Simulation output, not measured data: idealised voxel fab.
process module | voxel capacitor over wiring
cross-section cut | 255 nm wide | cells 5 nm
A cross-section is a grid of square cells, given in bands from the top down. A band is one or more rows of cells.
Each band's line starts with the height of the band's top and of its bottom, in nm. Then come its materials from left to right, each with its width in nm. One material with "throughout" fills the band from edge to edge. "air" is empty space.
Height 0 is the level under which the wafer as received is all one material. The lowest band goes on downwards, as in "0 down".
A width such as "30 to 40" changes by the same amount from each row of cells to the next, from the band's top row to its bottom row.
"no change" after a step means that no cell of the cross-section changed.
closed voids: empty space of 8 cells or more with no open way to the top, each as width x height at its distance from the left edge, in nm
after a step's settings: what the simulator itself notes on the step
overlay nm, on a step with a mask: how far to the right of its planned place the mask lay; to the left if negative
plan
1 op RECEIVE | material Si
2 op CONFORMAL_DEP | material SiO2 | thk nm 10
3 op DIRECTIONAL_DEP | material TiN | thk nm 5
4 op DIRECTIONAL_DEP | material W | thk nm 25
5 op MASKED_ETCH | tone cover | mask id METAL_1 | width nm 25 | pitch nm 80 | etch materials W | depth nm 25 | overlay nm 0
6 op MASKED_ETCH | tone cover | mask id METAL_1 | width nm 25 | pitch nm 80 | etch materials TiN | depth nm 5 | overlay nm 0
7 op CONFORMAL_DEP | material SiCN | thk nm 5
8 op FILL_DEP | material lowk | thk nm 10
9 op CMP | height nm 40
10 op CONFORMAL_DEP | material SiCN | thk nm 5
11 op DIRECTIONAL_DEP | material lowk | thk nm 15
12 op PATTERN | tone open | mask id PLUG_1 | material resist | width nm 15 | thk nm 20 | overlay nm 0
13 op DIRECTIONAL_ETCH | etch materials lowk | depth nm 15
14 op DIRECTIONAL_ETCH | etch materials SiCN | depth nm 5
15 op STRIP | etch materials resist
16 op CONFORMAL_DEP | material TiN | thk nm 5
17 op FILL_DEP | material Cu | thk nm 10
18 op CMP | height nm 60
19 op DIRECTIONAL_DEP | material TiN | thk nm 5
20 op DIRECTIONAL_DEP | material HfO2 | thk nm 5
21 op DIRECTIONAL_DEP | material TiN | thk nm 5
22 op MASKED_ETCH | tone cover | mask id UPPER_PLATE | width nm 60 | etch materials TiN | depth nm 5 | overlay nm 0
23 op MASKED_ETCH | tone cover | mask id UPPER_PLATE | width nm 50 | etch materials HfO2 | depth nm 5 | overlay nm 0
24 op MASKED_ETCH | tone cover | mask id LOWER_PLATE | width nm 70 | etch materials TiN | depth nm 5 | overlay nm 0
25 op FILL_DEP | material SiO2 | thk nm 15
26 op CMP | height nm 85
27 op MASKED_ETCH | tone open | mask id PLUG_2 | width nm 15 | etch materials SiO2 | depth nm 10 | overlay nm 0
28 op CONFORMAL_DEP | material TiN | thk nm 5
29 op FILL_DEP | material W | thk nm 10
30 op CMP | height nm 85
31 op CONFORMAL_DEP | material SiCN | thk nm 5
varied across the wafers: width nm of step 23. The plan shows the first wafer's value. All wafers start alike
first wafer as received, after step 1
  0 down: Si throughout
  closed voids: none
first wafer at the end, after step 31
  90 to 85: SiCN throughout
  85 to 80: SiO2 95 | TiN 5 | W 5 | TiN 5 | SiO2 145
  80 to 70: SiO2 95 to 85 | TiN 15 to 60 | SiO2 145 to 110
  70 to 65: SiO2 85 | HfO2 60 | SiO2 110
  65 to 60: SiO2 80 | TiN 70 | SiO2 105
  60 to 45: lowk 85 | TiN 5 | Cu 5 | TiN 5 | lowk 155
  45 to 40: SiCN 85 | TiN 15 | SiCN 155
  40 to 15: lowk 70 | SiCN 5 | W 25 | SiCN 5 | lowk 45 | SiCN 5 | W 25 | SiCN 5 | lowk 70
  15 to 10: SiCN 75 | TiN 25 | SiCN 55 | TiN 25 | SiCN 75
  10 to 0: SiO2 throughout
  0 down: Si throughout
  closed voids: none
last wafer at the end
  90 to 85: SiCN throughout
  85 to 80: SiO2 95 | TiN 5 | W 5 | TiN 5 | SiO2 145
  80 to 70: SiO2 95 to 85 | TiN 15 to 60 | SiO2 145 to 110
  70 to 65: SiO2 80 | HfO2 75 | SiO2 100
  65 to 60: SiO2 80 | TiN 75 | SiO2 100
  60 to 45: lowk 85 | TiN 5 | Cu 5 | TiN 5 | lowk 155
  45 to 40: SiCN 85 | TiN 15 | SiCN 155
  40 to 15: lowk 70 | SiCN 5 | W 25 | SiCN 5 | lowk 45 | SiCN 5 | W 25 | SiCN 5 | lowk 70
  15 to 10: SiCN 75 | TiN 25 | SiCN 55 | TiN 25 | SiCN 75
  10 to 0: SiO2 throughout
  0 down: Si throughout
  closed voids: none
each wafer at the end: cells of each material gained (+) or lost (-) since it was received, then its closed voids
width nm 50 | +3 Cu | +12 HfO2 | +160 SiCN | +313 SiO2 | +50 TiN | +51 W | +329 lowk | closed voids: none
width nm 55 | +3 Cu | +12 HfO2 | +160 SiCN | +313 SiO2 | +50 TiN | +51 W | +329 lowk | closed voids: none
width nm 60 | +3 Cu | +12 HfO2 | +160 SiCN | +313 SiO2 | +50 TiN | +51 W | +329 lowk | closed voids: none
width nm 65 | +3 Cu | +13 HfO2 | +160 SiCN | +312 SiO2 | +50 TiN | +51 W | +329 lowk | closed voids: none
width nm 70 | +3 Cu | +14 HfO2 | +160 SiCN | +311 SiO2 | +50 TiN | +51 W | +329 lowk | closed voids: none
width nm 75 | +3 Cu | +15 HfO2 | +160 SiCN | +309 SiO2 | +51 TiN | +51 W | +329 lowk | closed voids: none
